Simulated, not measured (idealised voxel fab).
The name of this process module is voxel released beams.
Cross-section cut spans 255 nm and uses square cells 5 nm in size.
Cross-section spec: square-cell grid; bands listed top down; each band is one or more rows.
Basically the band line says how high the top is and how high the bottom is, in nm, and then what's in it from left to right, every material with its width in nm. Empty space shows up as "blank", and if a single material carries "throughout" it runs the full band edge to edge.
The reference from which all heights are counted is 0, the level beneath which the as-received wafer is entirely one material; the lowest band, having no lower bound, proceeds downward and is written after the example "0..down".
The width entry "30->40" should be interpreted row by row: the top row of cells in the band takes the first number, the bottom row takes the second number, and the change between adjacent rows is uniform throughout.
"identical to before" (step): cross-section cells unchanged, all of them.
Voids not open to the top, 8 cells minimum: see "Trapped void list". Written width x height at distance; distance is from the left edge; nm.
Where a step's line continues beyond its settings, the continuation is a remark by the simulator itself on that step.
The line of a step may include "overlay nm". On a step with a mask, this value is how far to the right of its planned place the mask lay. A negative value means the mask lay to the left.
## Below is the list of planned process steps
1,op RECEIVE | material Si
2,op CONFORMAL_DEP | material Al2O3 | thk nm 10
3,op DIRECTIONAL_DEP | material SiO2 | thk nm 15
4,op PATTERN | tone open | mask id ANCHOR | material resist | width nm 35 | thk nm 15 | overlay nm 0
5,op DIRECTIONAL_ETCH | etch materials SiO2 | depth nm 15
6,op STRIP | etch materials resist
7,op CONFORMAL_DEP | material polySi | thk nm 10
8,op PATTERN | tone cover | mask id BEAM | material resist | width nm 120 | thk nm 15 | overlay nm 0
9,op DIRECTIONAL_ETCH | etch materials polySi | depth nm 10
10,op STRIP | etch materials resist
11,op STRIP | etch materials SiO2
## The first of a set of two wafers, run to plan
## Cross-section: wafer on arrival = after step 1
	0..down | Si throughout
	Trapped void list: none
## Wafer section view after processing step 2
	10..0 | Al2O3 throughout
	Whatever lies below 0 is exactly as it was before.
## Wafer section view after processing step 3
	25..10 | SiO2 throughout
	Whatever lies below 10 is exactly as it was before.
## Wafer section view after processing step 4
	40..25 | resist=70 / blank=35 / resist=150
	Whatever lies below 25 is exactly as it was before.
## Wafer section view after processing step 5
	40..25 | resist=70 / blank=35 / resist=150
	25..10 | SiO2=70 / blank=35 / SiO2=150
	Whatever lies below 10 is exactly as it was before.
## Wafer section view after processing step 6
	25..10 | SiO2=70 / blank=35 / SiO2=150
	Whatever lies below 10 is exactly as it was before.
## Wafer section view after processing step 7
	35..25 | polySi=80 / blank=15 / polySi=160
	25..20 | SiO2=70 / polySi=10 / blank=15 / polySi=10 / SiO2=150
	20..10 | SiO2=70 / polySi=35 / SiO2=150
	Whatever lies below 10 is exactly as it was before.
## Wafer section view after processing step 8
	50..35 | blank=65 / resist=120 / blank=70
	35..25 | polySi=80 / resist=15 / polySi=160
	25..20 | SiO2=70 / polySi=10 / resist=15 / polySi=10 / SiO2=150
	Whatever lies below 20 is exactly as it was before.
## Wafer section view after processing step 9
	50..35 | blank=65 / resist=120 / blank=70
	35..25 | blank=65 / polySi=15 / resist=15 / polySi=90 / blank=70
	Whatever lies below 25 is exactly as it was before.
## Wafer section view after processing step 10
	35..25 | blank=65 / polySi=15 / blank=15 / polySi=90 / blank=70
	25..20 | SiO2=70 / polySi=10 / blank=15 / polySi=10 / SiO2=150
	Whatever lies below 20 is exactly as it was before.
## Wafer section view after processing step 11
	35..25 | blank=65 / polySi=15 / blank=15 / polySi=90 / blank=70
	25..20 | blank=70 / polySi=10 / blank=15 / polySi=10 / blank=150
	20..10 | blank=70 / polySi=35 / blank=150
	Whatever lies below 10 is exactly as it was before.
## Second Wafer (Identical Start and Plan, One Processing Error; Matches First Wafer Through Step 4)
## Second wafer: cross-section at the scheduled end of step 5
	40..25 | resist=70 / blank=35 / resist=150
	25..10 | SiO2=70 / blank=35 / SiO2=150
	Whatever lies below 10 is exactly as it was before.
## Second wafer: cross-section at the scheduled end of step 6
	25..10 | SiO2=70 / blank=35 / SiO2=150
	Whatever lies below 10 is exactly as it was before.
## Second wafer: cross-section at the scheduled end of step 7
	35..25 | polySi=80 / blank=15 / polySi=160
	25..20 | SiO2=70 / polySi=10 / blank=15 / polySi=10 / SiO2=150
	20..10 | SiO2=70 / polySi=35 / SiO2=150
	Whatever lies below 10 is exactly as it was before.
## Second wafer: cross-section at the scheduled end of step 8
	50..35 | blank=65 / resist=120 / blank=70
	35..25 | polySi=80 / resist=15 / polySi=160
	25..20 | SiO2=70 / polySi=10 / resist=15 / polySi=10 / SiO2=150
	Whatever lies below 20 is exactly as it was before.
## Second wafer: cross-section at the scheduled end of step 9
	50..35 | blank=65 / resist=120 / blank=70
	35..25 | blank=65 / polySi=15 / resist=15 / polySi=90 / blank=70
	Whatever lies below 25 is exactly as it was before.
## Second wafer: cross-section at the scheduled end of step 10
	35..25 | blank=65 / polySi=15 / blank=15 / polySi=90 / blank=70
	25..20 | SiO2=70 / polySi=10 / blank=15 / polySi=10 / SiO2=150
	Whatever lies below 20 is exactly as it was before.
## Second wafer: cross-section at the scheduled end of step 11
	35..25 | blank=65 / polySi=15 / blank=15 / polySi=90 / blank=70
	25..20 | blank=70 / polySi=10 / blank=15 / polySi=10 / blank=150
	20..10 | blank=70 / polySi=35 / blank=150
	Whatever lies below 10 is exactly as it was before.
The plan and the run diverged here: yeah, plan step 5 got run twice
The mistake has no effect on what this model computes, because the two wafers end with the same cross-section.
